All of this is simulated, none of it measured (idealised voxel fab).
process module | voxel wiring stack
cross-section cut | 220 nm wide | cells 5 nm
A cross-section is a grid of square cells, given in bands from the top down. A band is one or more rows of cells.
Each band's line starts with the height of the band's top and of its bottom, in nm. Then come its materials from left to right, each with its width in nm. One material with "throughout" fills the band from edge to edge. "air" is empty space.
Height 0 is the level under which the wafer as received is all one material. The lowest band goes on downwards, as in "0 down".
A width such as "30 to 40" changes by the same amount from each row of cells to the next, from the band's top row to its bottom row.
"no change" after a step means that no cell of the cross-section changed.
closed voids: empty space of 8 cells or more with no open way to the top, each as width x height at its distance from the left edge, in nm
after a step's settings: what the simulator itself notes on the step
overlay nm, on a step with a mask: how far to the right of its planned place the mask lay; to the left if negative
Each pair below shows a cross-section before one step and the cross-section after it, down to the lowest band that changed. The line under each pair gives the step between them, with its settings. The pairs can come from different runs of this module on the same starting wafer, so a pair continues from the pair above only where its "before" says so.
before
  115 to 90: SiO2 throughout
  90 to 85: SiN throughout
  85 to 75: SiO2 75 | Ru 15 | SiO2 35 | Ru 15 | SiO2 80
  75 to 70: SiCN 75 | Ru 15 | SiCN 35 | Ru 15 | SiCN 80
  70 to 50: lowk 60 | SiN 5 | Ru 20 | SiN 5 | lowk 20 | SiN 5 | Ru 20 | SiN 5 | lowk 80
  50 to 45: SiN 65 | TiN 20 | SiN 30 | TiN 20 | SiN 85
  45 to 35: SiO2 75 | Ru 15 | SiO2 35 | Ru 15 | SiO2 80
  35 to 30: SiCN 75 | Ru 15 | SiCN 35 | Ru 15 | SiCN 80
  30 to 15: lowk 75 | TiN 5 | Cu 10 | TiN 5 | lowk 30 | TiN 5 | Cu 10 | TiN 5 | lowk 75
  15 to 10: SiN 75 | TiN 20 | SiN 30 | TiN 20 | SiN 75
  10 to 0: SiO2 throughout
  0 down: Si throughout
  closed voids: none
after
  130 to 115: resist 75 | air 20 | resist 30 | air 20 | resist 75
  below 115: unchanged
  closed voids: none
the step between: op PATTERN | tone open | mask id METAL_3 | material resist | width nm 20 | pitch nm 50 | thk nm 15 | overlay nm 0
before: the cross-section after the pair above
after
  130 to 115: resist 75 | air 20 | resist 30 | air 20 | resist 75
  115 to 90: SiO2 75 | air 20 | SiO2 30 | air 20 | SiO2 75
  below 90: unchanged
  closed voids: none
the step between: op DIRECTIONAL_ETCH | etch materials SiO2 | depth nm 25
before: the cross-section after the pair above
after
  130 to 115: resist 75 | air 20 | resist 30 | air 20 | resist 75
  115 to 90: SiO2 75 | air 20 | SiO2 30 | air 20 | SiO2 75
  90 to 85: SiN 75 | air 20 | SiN 30 | air 20 | SiN 75
  below 85: unchanged
  closed voids: none
the step between: op DIRECTIONAL_ETCH | etch materials SiN | depth nm 5
before: the cross-section after the pair above
after
  115 to 90: SiO2 75 | air 20 | SiO2 30 | air 20 | SiO2 75
  below 90: unchanged
  closed voids: none
the step between: op STRIP | etch materials resist
before: the cross-section after the pair above
after
  120 to 115: TiN 80 | air 10 | TiN 40 | air 10 | TiN 80
  115 to 90: SiO2 75 | TiN 5 | air 10 | TiN 5 | SiO2 30 | TiN 5 | air 10 | TiN 5 | SiO2 75
  90 to 85: SiN 75 | TiN 20 | SiN 30 | TiN 20 | SiN 75
  below 85: unchanged
  closed voids: none
the step between: op CONFORMAL_DEP | material TiN | thk nm 5
before: the cross-section after the pair above
after
  125 to 120: Ru throughout
  120 to 115: TiN 80 | Ru 10 | TiN 40 | Ru 10 | TiN 80
  115 to 90: SiO2 75 | TiN 5 | Ru 10 | TiN 5 | SiO2 30 | TiN 5 | Ru 10 | TiN 5 | SiO2 75
  below 90: unchanged
  closed voids: none
the step between: op FILL_DEP | material Ru | thk nm 5
before: the cross-section after the pair above
after
  115 to 90: SiO2 75 | TiN 5 | Ru 10 | TiN 5 | SiO2 30 | TiN 5 | Ru 10 | TiN 5 | SiO2 75
  below 90: unchanged
  closed voids: none
the step between: op CMP | height nm 115
before: the cross-section after the pair above
after
  120 to 115: SiCN throughout
  below 115: unchanged
  closed voids: none
the step between: op CONFORMAL_DEP | material SiCN | thk nm 5
before
  120 to 115: TiN 80 | air 10 | TiN 40 | air 10 | TiN 80
  115 to 90: SiO2 75 | TiN 5 | air 10 | TiN 5 | SiO2 30 | TiN 5 | air 10 | TiN 5 | SiO2 75
  90 to 85: SiN 75 | TiN 20 | SiN 30 | TiN 20 | SiN 75
  85 to 75: SiO2 75 | Ru 15 | SiO2 35 | Ru 15 | SiO2 80
  75 to 70: SiCN 75 | Ru 15 | SiCN 35 | Ru 15 | SiCN 80
  70 to 50: lowk 70 | SiN 5 | Ru 20 | SiN 5 | lowk 20 | SiN 5 | Ru 20 | SiN 5 | lowk 70
  50 to 45: SiN 75 | TiN 20 | SiN 30 | TiN 20 | SiN 75
  45 to 35: SiO2 75 | Ru 15 | SiO2 35 | Ru 15 | SiO2 80
  35 to 30: SiCN 75 | Ru 15 | SiCN 35 | Ru 15 | SiCN 80
  30 to 15: lowk 75 | TiN 5 | Cu 10 | TiN 5 | lowk 30 | TiN 5 | Cu 10 | TiN 5 | lowk 75
  15 to 10: SiN 75 | TiN 20 | SiN 30 | TiN 20 | SiN 75
  10 to 0: SiO2 throughout
  0 down: Si throughout
  closed voids: none
after
  125 to 120: Cu throughout
  120 to 115: TiN 80 | Cu 10 | TiN 40 | Cu 10 | TiN 80
  115 to 90: SiO2 75 | TiN 5 | Cu 10 | TiN 5 | SiO2 30 | TiN 5 | Cu 10 | TiN 5 | SiO2 75
  below 90: unchanged
  closed voids: none
the step between: op FILL_DEP | material Cu | thk nm 5
before: the cross-section after the pair above
after
  115 to 90: SiO2 75 | TiN 5 | Cu 10 | TiN 5 | SiO2 30 | TiN 5 | Cu 10 | TiN 5 | SiO2 75
  below 90: unchanged
  closed voids: none
the step between: op CMP | height nm 115
before: the cross-section after the pair above
after
  120 to 115: SiCN throughout
  below 115: unchanged
  closed voids: none
the step between: op CONFORMAL_DEP | material SiCN | thk nm 5
before
  85 to 75: SiO2 throughout
  75 to 70: SiCN throughout
  70 to 50: lowk 70 | SiN 5 | Ru 20 | SiN 5 | lowk 20 | SiN 5 | Ru 20 | SiN 5 | lowk 70
  50 to 45: SiN 75 | TiN 20 | SiN 30 | TiN 20 | SiN 75
  45 to 35: SiO2 75 | Ru 15 | SiO2 35 | Ru 15 | SiO2 80
  35 to 30: SiCN 75 | Ru 15 | SiCN 35 | Ru 15 | SiCN 80
  30 to 15: lowk 75 | TiN 5 | Cu 10 | TiN 5 | lowk 30 | TiN 5 | Cu 10 | TiN 5 | lowk 75
  15 to 10: SiN 75 | TiN 20 | SiN 30 | TiN 20 | SiN 75
  10 to 0: SiO2 throughout
  0 down: Si throughout
  closed voids: none
after
  100 to 85: air 75 | resist 15 | air 35 | resist 15 | air 80
  below 85: unchanged
  closed voids: none
the step between: op PATTERN | tone cover | mask id PLUG_2 | material resist | width nm 15 | pitch nm 50 | thk nm 15 | overlay nm 0
before: the cross-section after the pair above
after
  100 to 85: air 75 | resist 15 | air 35 | resist 15 | air 80
  85 to 75: air 75 | SiO2 15 | air 35 | SiO2 15 | air 80
  below 75: unchanged
  closed voids: none
the step between: op DIRECTIONAL_ETCH | etch materials SiO2 | depth nm 10
before: the cross-section after the pair above
after
  100 to 85: air 75 | resist 15 | air 35 | resist 15 | air 80
  85 to 75: air 75 | SiO2 15 | air 35 | SiO2 15 | air 80
  75 to 70: air 75 | SiCN 15 | air 35 | SiCN 15 | air 80
  below 70: unchanged
  closed voids: none
the step between: op DIRECTIONAL_ETCH | etch materials SiCN | depth nm 5
before: the cross-section after the pair above
after
  85 to 75: air 75 | SiO2 15 | air 35 | SiO2 15 | air 80
  below 75: unchanged
  closed voids: none
the step between: op STRIP | etch materials resist
before: the cross-section after the pair above
after
  85 to 80: air 75 | SiO2 15 | air 35 | SiO2 15 | air 80
  80 to 75: air 75 | SiO2 15 | Ru 15 | air 20 | SiO2 15 | Ru 15 | air 65
  75 to 70: air 75 | SiCN 15 | Ru 15 | air 20 | SiCN 15 | Ru 15 | air 65
  below 70: unchanged
  closed voids: none
the step between: op EPI | material Ru | thk nm 10
before: the cross-section after the pair above
after
  85 to 75: air 75 | SiO2 15 | Ru 20 | air 15 | SiO2 15 | Ru 20 | air 60
  75 to 70: air 75 | SiCN 15 | Ru 20 | air 15 | SiCN 15 | Ru 20 | air 60
  below 70: unchanged
  closed voids: none
the step between: op EPI | material Ru | thk nm 5
before: the cross-section after the pair above
after
  90 to 85: air 70 | SiN 45 | air 5 | SiN 45 | air 55
  85 to 75: air 70 | SiN 5 | SiO2 15 | Ru 20 | SiN 5 | air 5 | SiN 5 | SiO2 15 | Ru 20 | SiN 5 | air 55
  75 to 70: SiN 75 | SiCN 15 | Ru 20 | SiN 15 | SiCN 15 | Ru 20 | SiN 60
  below 70: unchanged
  closed voids: none
the step between: op CONFORMAL_DEP | material SiN | thk nm 5
before: the cross-section after the pair above
after
  115 to 100: air 70 | SiO2 45 | air 5 | SiO2 45 | air 55
  100 to 90: SiO2 throughout
  90 to 85: SiO2 70 | SiN 45 | SiO2 5 | SiN 45 | SiO2 55
  85 to 75: SiO2 70 | SiN 5 | SiO2 15 | Ru 20 | SiN 5 | SiO2 5 | SiN 5 | SiO2 15 | Ru 20 | SiN 5 | SiO2 55
  below 75: unchanged
  closed voids: none
the step between: op DIRECTIONAL_DEP | material SiO2 | thk nm 25
before: the cross-section after the pair above
after
  130 to 115: resist 75 | air 20 | resist 30 | air 20 | resist 75
  115 to 100: resist 70 | SiO2 45 | resist 5 | SiO2 45 | resist 55
  below 100: unchanged
  closed voids: none
the step between: op PATTERN | tone open | mask id METAL_3 | material resist | width nm 20 | pitch nm 50 | thk nm 15 | overlay nm 0
before: the cross-section after the pair above
after
  130 to 115: resist 75 | air 20 | resist 30 | air 20 | resist 75
  115 to 100: resist 70 | SiO2 5 | air 20 | SiO2 20 | resist 5 | SiO2 5 | air 20 | SiO2 20 | resist 55
  100 to 90: SiO2 75 | air 20 | SiO2 30 | air 20 | SiO2 75
  below 90: unchanged
  closed voids: none
the step between: op DIRECTIONAL_ETCH | etch materials SiO2 | depth nm 25
before: the cross-section after the pair above
after
  130 to 115: resist 75 | air 20 | resist 30 | air 20 | resist 75
  115 to 100: resist 70 | SiO2 5 | air 20 | SiO2 20 | resist 5 | SiO2 5 | air 20 | SiO2 20 | resist 55
  100 to 90: SiO2 75 | air 20 | SiO2 30 | air 20 | SiO2 75
  90 to 85: SiO2 70 | SiN 5 | air 20 | SiN 20 | SiO2 5 | SiN 5 | air 20 | SiN 20 | SiO2 55
  below 85: unchanged
  closed voids: none
the step between: op DIRECTIONAL_ETCH | etch materials SiN | depth nm 5
before: the cross-section after the pair above
after
  115 to 100: air 70 | SiO2 5 | air 20 | SiO2 20 | air 5 | SiO2 5 | air 20 | SiO2 20 | air 55
  below 100: unchanged
  closed voids: none
the step between: op STRIP | etch materials resist
before: the cross-section after the pair above
after
  120 to 115: air 65 | TiN 15 | air 10 | TiN 40 | air 10 | TiN 30 | air 50
  115 to 105: air 65 | TiN 5 | SiO2 5 | TiN 5 | air 10 | TiN 5 | SiO2 20 | TiN 5 | SiO2 5 | TiN 5 | air 10 | TiN 5 | SiO2 20 | TiN 5 | air 50
  105 to 100: TiN 70 | SiO2 5 | TiN 5 | air 10 | TiN 5 | SiO2 20 | TiN 5 | SiO2 5 | TiN 5 | air 10 | TiN 5 | SiO2 20 | TiN 55
  100 to 90: SiO2 75 | TiN 5 | air 10 | TiN 5 | SiO2 30 | TiN 5 | air 10 | TiN 5 | SiO2 75
  90 to 85: SiO2 70 | SiN 5 | TiN 20 | SiN 20 | SiO2 5 | SiN 5 | TiN 20 | SiN 20 | SiO2 55
  below 85: unchanged
  closed voids: none
the step between: op CONFORMAL_DEP | material TiN | thk nm 5
before: the cross-section after the pair above
after
  125 to 120: Ru throughout
  120 to 115: Ru 65 | TiN 15 | Ru 10 | TiN 40 | Ru 10 | TiN 30 | Ru 50
  115 to 105: Ru 65 | TiN 5 | SiO2 5 | TiN 5 | Ru 10 | TiN 5 | SiO2 20 | TiN 5 | SiO2 5 | TiN 5 | Ru 10 | TiN 5 | SiO2 20 | TiN 5 | Ru 50
  105 to 100: TiN 70 | SiO2 5 | TiN 5 | Ru 10 | TiN 5 | SiO2 20 | TiN 5 | SiO2 5 | TiN 5 | Ru 10 | TiN 5 | SiO2 20 | TiN 55
  100 to 90: SiO2 75 | TiN 5 | Ru 10 | TiN 5 | SiO2 30 | TiN 5 | Ru 10 | TiN 5 | SiO2 75
  below 90: unchanged
  closed voids: none
the step between: op FILL_DEP | material Ru | thk nm 5
before: the cross-section after the pair above
after
  115 to 105: Ru 65 | TiN 5 | SiO2 5 | TiN 5 | Ru 10 | TiN 5 | SiO2 20 | TiN 5 | SiO2 5 | TiN 5 | Ru 10 | TiN 5 | SiO2 20 | TiN 5 | Ru 50
  below 105: unchanged
  closed voids: none
the step between: op CMP | height nm 115
before: the cross-section after the pair above
after
  120 to 115: SiCN throughout
  below 115: unchanged
  closed voids: none
the step between: op CONFORMAL_DEP | material SiCN | thk nm 5
